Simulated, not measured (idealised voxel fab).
A process module follows: voxel tone inversion.
The cross-section shown here is cut; it is 250 nm wide and divided into square cells measuring 5 nm on a side.
Throughout this document, each cross-section is represented as a grid of square cells and is presented as a sequence of bands enumerated from the top downward, where a band comprises one or more rows of cells. The entry gives the band's vertical extent as a top height and a bottom height in nm, then its horizontal make-up as materials from left to right, each with a width in nm. "air" stands for empty space; a single material marked "edge to edge" fills the band edge to edge. Heads up on the height convention: 0 is the point under which the incoming wafer is all one material, and the lowest band has no bottom, it just keeps going down, like "from 0 down". Think of "30->40" as a width that walks from the first number to the second as you go down the band, top row to bottom row, taking equal-sized steps from row to row. Reading "nothing got changed" for a step: not a cell of the cross-section changed in it. "Closed-off voids" means: voids of 8 cells or more that are shut off from the top with no open way through. Written width x height at distance, distance from the left edge, in nm. Note: text after step settings on the step line = simulator remark on that step. When a step includes a mask, the "overlay nm" setting on its line states how far to the right of its planned place that mask lay, and negative values state how far to the left.

The steps planned for the process are as follows:
1: op RECEIVE | material Si
2: op CONFORMAL_DEP | material SiCN | thk nm 5
3: op DIRECTIONAL_DEP | material polySi | thk nm 20
4: op PATTERN | tone cover | mask id POSTS | material resist | width nm 25 | pitch nm 50 | thk nm 25 | overlay nm 0
5: op DIRECTIONAL_ETCH | etch materials polySi | depth nm 20
6: op STRIP | etch materials resist
7: op FILL_DEP | material lowk | thk nm 5
8: op CMP | height nm 25
9: op STRIP | etch materials polySi
10: op CONFORMAL_DEP | material TiN | thk nm 5
11: op FILL_DEP | material Ru | thk nm 5
12: op CMP | height nm 25
13: op CONFORMAL_DEP | material SiCN | thk nm 5
Split variable: thk nm, step 13. Plan value = first wafer. Wafers start alike.

The first of several wafers as received, shown in cross-section; this is its state after step 1:
* from 0 down: Si edge to edge
* Closed-off voids: none

What follows is a table in which each wafer occupies a row; for the wafer as it stands at the close of the module, the row states, material by material, how many cells have been gained (+) or lost (-) since receipt, and then gives its closed voids:
thk nm 5, +18 Ru, +100 SiCN, +22 TiN, +160 lowk, Closed-off voids: none
thk nm 10, +18 Ru, +150 SiCN, +22 TiN, +160 lowk, Closed-off voids: none
thk nm 15, +18 Ru, +200 SiCN, +22 TiN, +160 lowk, Closed-off voids: none
thk nm 20, +18 Ru, +250 SiCN, +22 TiN, +160 lowk, Closed-off voids: none
